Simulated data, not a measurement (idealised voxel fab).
The following process module bears the name voxel transistor to metal.
Shown is cross-section cut, with a width of 280 nm and square cells of size 5 nm.
This document writes a cross-section as a grid whose cells are square, and gives it as bands, listed from the top down; one or more rows of cells form a band.
Look at the band entry: it leads with the top's height and the bottom's height in nm. Then it lists the materials left to right, with a width in nm for each. The word "edge to edge" on a single material says that material fills the band edge to edge. The word "air" is empty space.
Below 0: as-received wafer, all one material; heights counted from there. Lowest band: no bottom, goes on down, written "0 nm and below".
A width given as "30..40" starts at the first number in the band's top row and ends at the second number in its bottom row, shifting by an equal amount at every step from row to row.
Where the words "nothing changed" appear for a step, the cross-section shows no cell changed by that step; every cell remained as before.
The list in "Sealed void listing" covers empty spaces of 8 cells or more that cannot reach the top through any open way, and it gives each as width x height at distance; the distance is from the left edge, and width, height and distance are in nm.
On each step's line, the part that comes after the settings is the simulator's own comment on the step.
Regarding "overlay nm": on a step with a mask, it is the distance the mask lay to the right of its planned place; a negative value places it to the left.

# Intended process steps
step 1: RECEIVE,material Si
step 2: OXIDIZE,depth nm 5
step 3: CONFORMAL_DEP,material SiN,thk nm 10
step 4: MASKED_ETCH,tone cover,mask id ACTIVE,width nm 110,pitch nm 135,etch materials SiN,depth nm 10,overlay nm 0
step 5: MASKED_ETCH,tone cover,mask id ACTIVE,width nm 110,pitch nm 135,etch materials SiO2,depth nm 5,overlay nm 0
step 6: MASKED_ETCH,tone cover,mask id ACTIVE,width nm 110,pitch nm 135,etch materials Si,depth nm 35,overlay nm 0
step 7: FILL_DEP,material SiO2,thk nm 10
step 8: CMP,height nm 10
step 9: SELECTIVE_ETCH,etch materials SiO2,depth nm 10
step 10: STRIP,etch materials SiN
step 11: SELECTIVE_ETCH,etch materials SiO2,depth nm 5
step 12: OXIDIZE,depth nm 5
step 13: DIRECTIONAL_DEP,material polySi,thk nm 20
step 14: DIRECTIONAL_DEP,material SiCN,thk nm 10
step 15: PATTERN,tone cover,mask id GATE,material resist,width nm 30,pitch nm 135,thk nm 15,overlay nm 0
step 16: DIRECTIONAL_ETCH,etch materials SiCN,depth nm 20
step 17: DIRECTIONAL_ETCH,etch materials polySi,depth nm 30
step 18: STRIP,etch materials resist
step 19: CONFORMAL_DEP,material SiN,thk nm 5
step 20: DIRECTIONAL_ETCH,etch materials SiN,depth nm 5
step 21: DIRECTIONAL_ETCH,etch materials SiO2,depth nm 5
step 22: DIRECTIONAL_ETCH,etch materials Si,depth nm 15
step 23: EPI,material SiGe,thk nm 15
step 24: FILL_DEP,material SiO2,thk nm 10
step 25: CMP,height nm 15
step 26: STRIP,etch materials polySi
step 27: SELECTIVE_ETCH,etch materials SiO2,depth nm 5
step 28: CONFORMAL_DEP,material HfO2,thk nm 5
step 29: CONFORMAL_DEP,material TiN,thk nm 5
step 30: FILL_DEP,material W,thk nm 5
step 31: CMP,height nm 10
step 32: DIRECTIONAL_DEP,material SiO2,thk nm 10
step 33: MASKED_ETCH,tone open,mask id CONTACT,width nm 20,etch materials SiO2,depth nm 30,overlay nm 0
step 34: CONFORMAL_DEP,material TiN,thk nm 5
step 35: FILL_DEP,material W,thk nm 5
step 36: CMP,height nm 20
step 37: DIRECTIONAL_DEP,material TiN,thk nm 5
step 38: DIRECTIONAL_DEP,material W,thk nm 20
step 39: PATTERN,tone cover,mask id METAL_1,material resist,width nm 20,thk nm 20,overlay nm 0
step 40: DIRECTIONAL_ETCH,etch materials W,depth nm 20
step 41: DIRECTIONAL_ETCH,etch materials TiN,depth nm 5
step 42: STRIP,etch materials resist
step 43: CONFORMAL_DEP,material SiCN,thk nm 5
step 44: FILL_DEP,material SiO2,thk nm 5
step 45: CMP,height nm 45
step 46: CONFORMAL_DEP,material SiN,thk nm 5

# Cross-section of the wafer as it came to us, i.e., already through step 1
    0 nm and below: Si edge to edge
    Sealed void listing: none

# What the wafer looks like in cross-section after this module, when it starts as shown above and follows the plan above but one mistake is made in running it
    50 nm to 45 nm: SiN edge to edge
    45 nm to 25 nm: 20 nm W, then 5 nm SiCN, then 10 nm SiO2, then 5 nm SiCN, then 60 nm W, then 5 nm SiCN, then 10 nm SiO2, then 5 nm SiCN, then 35 nm W, then 5 nm SiCN, then 10 nm SiO2, then 5 nm SiCN, then 60 nm W, then 5 nm SiCN, then 10 nm SiO2, then 5 nm SiCN, then 25 nm W
    25 nm to 20 nm: 20 nm TiN, then 20 nm SiCN, then 60 nm TiN, then 20 nm SiCN, then 35 nm TiN, then 20 nm SiCN, then 60 nm TiN, then 20 nm SiCN, then 25 nm TiN
    20 nm to 10 nm: 20 nm SiO2, then 5 nm TiN, then 10 nm W, then 5 nm TiN, then 60 nm SiO2, then 5 nm TiN, then 10 nm W, then 5 nm TiN, then 35 nm SiO2, then 5 nm TiN, then 10 nm W, then 5 nm TiN, then 60 nm SiO2, then 5 nm TiN, then 10 nm W, then 5 nm TiN, then 25 nm SiO2
    10 nm to 5 nm: 20 nm SiO2, then 5 nm TiN, then 5 nm W, then 10 nm TiN, then 10 nm SiO2, then 5 nm SiN, then 5 nm HfO2, then 5 nm TiN, then 10 nm W, then 5 nm TiN, then 5 nm HfO2, then 5 nm SiN, then 10 nm SiO2, then 10 nm TiN, then 5 nm W, then 5 nm TiN, then 35 nm SiO2, then 5 nm TiN, then 5 nm W, then 10 nm TiN, then 10 nm SiO2, then 5 nm SiN, then 5 nm HfO2, then 5 nm TiN, then 10 nm W, then 5 nm TiN, then 5 nm HfO2, then 5 nm SiN, then 10 nm SiO2, then 10 nm TiN, then 5 nm W, then 5 nm TiN, then 25 nm SiO2
    5 nm to 0 nm: 20 nm SiO2, then 5 nm TiN, then 5 nm W, then 5 nm TiN, then 15 nm SiGe, then 5 nm SiN, then 5 nm HfO2, then 5 nm TiN, then 10 nm W, then 5 nm TiN, then 5 nm HfO2, then 5 nm SiN, then 15 nm SiGe, then 5 nm TiN, then 5 nm W, then 5 nm TiN, then 35 nm SiO2, then 5 nm TiN, then 5 nm W, then 5 nm TiN, then 15 nm SiGe, then 5 nm SiN, then 5 nm HfO2, then 5 nm TiN, then 10 nm W, then 5 nm TiN, then 5 nm HfO2, then 5 nm SiN, then 15 nm SiGe, then 5 nm TiN, then 5 nm W, then 5 nm TiN, then 25 nm SiO2
    0 nm to -5 nm: 20 nm SiO2, then 5 nm TiN, then 5 nm W, then 5 nm TiN, then 15 nm SiGe, then 5 nm SiN, then 5 nm HfO2, then 20 nm TiN, then 5 nm HfO2, then 5 nm SiN, then 15 nm SiGe, then 5 nm TiN, then 5 nm W, then 5 nm TiN, then 35 nm SiO2, then 5 nm TiN, then 5 nm W, then 5 nm TiN, then 15 nm SiGe, then 5 nm SiN, then 5 nm HfO2, then 20 nm TiN, then 5 nm HfO2, then 5 nm SiN, then 15 nm SiGe, then 5 nm TiN, then 5 nm W, then 5 nm TiN, then 25 nm SiO2
    -5 nm to -10 nm: 20 nm SiO2, then 15 nm TiN, then 15 nm SiGe, then 40 nm HfO2, then 15 nm SiGe, then 15 nm TiN, then 35 nm SiO2, then 15 nm TiN, then 15 nm SiGe, then 40 nm HfO2, then 15 nm SiGe, then 15 nm TiN, then 25 nm SiO2
    -10 nm to -25 nm: 15 nm SiO2, then 35 nm SiGe, then 40 nm Si, then 35 nm SiGe, then 25 nm SiO2, then 35 nm SiGe, then 40 nm Si, then 35 nm SiGe, then 20 nm SiO2
    -25 nm to -40 nm: 15 nm SiO2, then 110 nm Si, then 25 nm SiO2, then 110 nm Si, then 20 nm SiO2
    -40 nm and below: Si edge to edge
    Sealed void listing: none
So what did we get wrong on this run? step 39 was run on a setting that differed from the plan, and what really ran there is PATTERN,tone open,mask id METAL_1,material resist,width nm 20,thk nm 20,overlay nm 0
